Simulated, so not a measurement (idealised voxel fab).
Name of the process module below: voxel ribs on slabs
cross-section cut | 285 nm wide | cells 5 nm
Format of a cross-section: grid, square cells. Given as bands. Order: top down. Band: one or more rows of cells.
The band entry comprises the height of the band's top followed by the height of its bottom, expressed in nm, and subsequently the band's materials from left to right, each stated together with its width in nm. Where a single material is marked with the word "full width", that material fills the band from edge to edge. The word "air" represents empty space.
Heights are expressed relative to 0, this being the level below which the as-received wafer comprises one material exclusively. The lowest band is unbounded in the downward direction and is denoted as in "from 0 down".
The two numbers in a width such as "30..40" mark its ends across the band: the first belongs to the top row of cells, the second to the bottom row, and from each row to the next the width moves by the same amount.
Key: "no modification" - step with no changed cell in the cross-section.
"Listed closed voids" - sealed voids, min. 8 cells, no opening to top; format: width x height at distance (distance from left edge; nm throughout).
Post-settings text on a step line: simulator's own remark regarding the step.
What "overlay nm" on a step's line means: if the step has a mask, that mask lay this far to the right of its planned place, or, when the value is negative, to the left.
-- This section lists the process steps that were planned
1 RECEIVE: material Si
2 DIRECTIONAL_DEP: material SiO2, thk nm 30
3 DIRECTIONAL_DEP: material SiN, thk nm 25
4 DIRECTIONAL_DEP: material aC, thk nm 10
5 PATTERN: tone cover, mask id RIB, material resist, width nm 30, thk nm 25, overlay nm 0
6 DIRECTIONAL_ETCH: etch materials aC, depth nm 10
7 STRIP: etch materials resist
8 DIRECTIONAL_ETCH: etch materials SiN, depth nm 5
9 STRIP: etch materials aC
10 MASKED_ETCH: tone cover, mask id SLAB, width nm 60, etch materials SiN, depth nm 20, overlay nm 0
11 FILL_DEP: material SiO2, thk nm 25
12 CMP: height nm 70
13 DIRECTIONAL_DEP: material TiN, thk nm 10
14 PATTERN: tone cover, mask id HEATER, material resist, width nm 40, thk nm 20, overlay nm 0
15 DIRECTIONAL_ETCH: etch materials TiN, depth nm 10
16 STRIP: etch materials resist
17 CONFORMAL_DEP: material SiN, thk nm 5
-- Below: the first of two wafers, run as planned
-- Incoming wafer, cross-sectional view, post step 1
from 0 down | Si full width
Listed closed voids: none
-- Cross-section through the wafer, step 2 finished
from 30 to 0 | SiO2 full width
Everything under 0 stays put, no change at all.
-- Cross-section through the wafer, step 3 finished
from 55 to 30 | SiN full width
Everything under 30 stays put, no change at all.
-- Cross-section through the wafer, step 4 finished
from 65 to 55 | aC full width
Everything under 55 stays put, no change at all.
-- Cross-section through the wafer, step 5 finished
from 90 to 65 | air 125 / resist 30 / air 130
Everything under 65 stays put, no change at all.
-- Cross-section through the wafer, step 6 finished
from 80 to 65 | air 125 / resist 30 / air 130
from 65 to 55 | air 125 / aC 30 / air 130
Everything under 55 stays put, no change at all.
-- Cross-section through the wafer, step 7 finished
from 65 to 55 | air 125 / aC 30 / air 130
Everything under 55 stays put, no change at all.
-- Cross-section through the wafer, step 8 finished
from 65 to 55 | air 125 / aC 30 / air 130
from 55 to 50 | air 125 / SiN 30 / air 130
Everything under 50 stays put, no change at all.
-- Cross-section through the wafer, step 9 finished
from 55 to 50 | air 125 / SiN 30 / air 130
Everything under 50 stays put, no change at all.
-- Cross-section through the wafer, step 10 finished
from 55 to 50 | air 125 / SiN 30 / air 130
from 50 to 30 | air 110 / SiN 60 / air 115
Everything under 30 stays put, no change at all.
-- Cross-section through the wafer, step 11 finished
from 80 to 55 | SiO2 full width
from 55 to 50 | SiO2 125 / SiN 30 / SiO2 130
from 50 to 30 | SiO2 110 / SiN 60 / SiO2 115
Everything under 30 stays put, no change at all.
-- Cross-section through the wafer, step 12 finished
from 70 to 55 | SiO2 full width
Everything under 55 stays put, no change at all.
-- Cross-section through the wafer, step 13 finished
from 80 to 70 | TiN full width
Everything under 70 stays put, no change at all.
-- Cross-section through the wafer, step 14 finished
from 100 to 80 | air 120 / resist 40 / air 125
Everything under 80 stays put, no change at all.
-- Cross-section through the wafer, step 15 finished
from 100 to 80 | air 120 / resist 40 / air 125
from 80 to 70 | air 120 / TiN 40 / air 125
Everything under 70 stays put, no change at all.
-- Cross-section through the wafer, step 16 finished
from 80 to 70 | air 120 / TiN 40 / air 125
Everything under 70 stays put, no change at all.
-- Cross-section through the wafer, step 17 finished
from 85 to 80 | air 115 / SiN 50 / air 120
from 80 to 75 | air 115 / SiN 5 / TiN 40 / SiN 5 / air 120
from 75 to 70 | SiN 120 / TiN 40 / SiN 125
Everything under 70 stays put, no change at all.
-- Here the second wafer is described. Its start and its plan were those of the first wafer. Its run contained one mistake. Up to and including step 9, it did exactly what the first wafer did
-- Cross-section of the second wafer when, according to plan, step 10 should have finished
from 55 to 50 | air 125 / SiN 30 / air 130
from 50 to 30 | air 110 / SiN 65 / air 110
Everything under 30 stays put, no change at all.
-- Cross-section of the second wafer when, according to plan, step 11 should have finished
from 80 to 55 | SiO2 full width
from 55 to 50 | SiO2 125 / SiN 30 / SiO2 130
from 50 to 30 | SiO2 110 / SiN 65 / SiO2 110
Everything under 30 stays put, no change at all.
-- Cross-section of the second wafer when, according to plan, step 12 should have finished
from 70 to 55 | SiO2 full width
Everything under 55 stays put, no change at all.
-- Cross-section of the second wafer when, according to plan, step 13 should have finished
from 80 to 70 | TiN full width
Everything under 70 stays put, no change at all.
-- Cross-section of the second wafer when, according to plan, step 14 should have finished
from 100 to 80 | air 120 / resist 40 / air 125
Everything under 80 stays put, no change at all.
-- Cross-section of the second wafer when, according to plan, step 15 should have finished
from 100 to 80 | air 120 / resist 40 / air 125
from 80 to 70 | air 120 / TiN 40 / air 125
Everything under 70 stays put, no change at all.
-- Cross-section of the second wafer when, according to plan, step 16 should have finished
from 80 to 70 | air 120 / TiN 40 / air 125
Everything under 70 stays put, no change at all.
-- Cross-section of the second wafer when, according to plan, step 17 should have finished
from 85 to 80 | air 115 / SiN 50 / air 120
from 80 to 75 | air 115 / SiN 5 / TiN 40 / SiN 5 / air 120
from 75 to 70 | SiN 120 / TiN 40 / SiN 125
Everything under 70 stays put, no change at all.
Deviation from plan: step 10, actual vs plan mismatch, actual run MASKED_ETCH: tone cover, mask id SLAB, width nm 65, etch materials SiN, depth nm 20, overlay nm 0
Per the end-of-run cell counts, the second wafer holds more or fewer of some materials than the first: SiN +4 | SiO2 -4
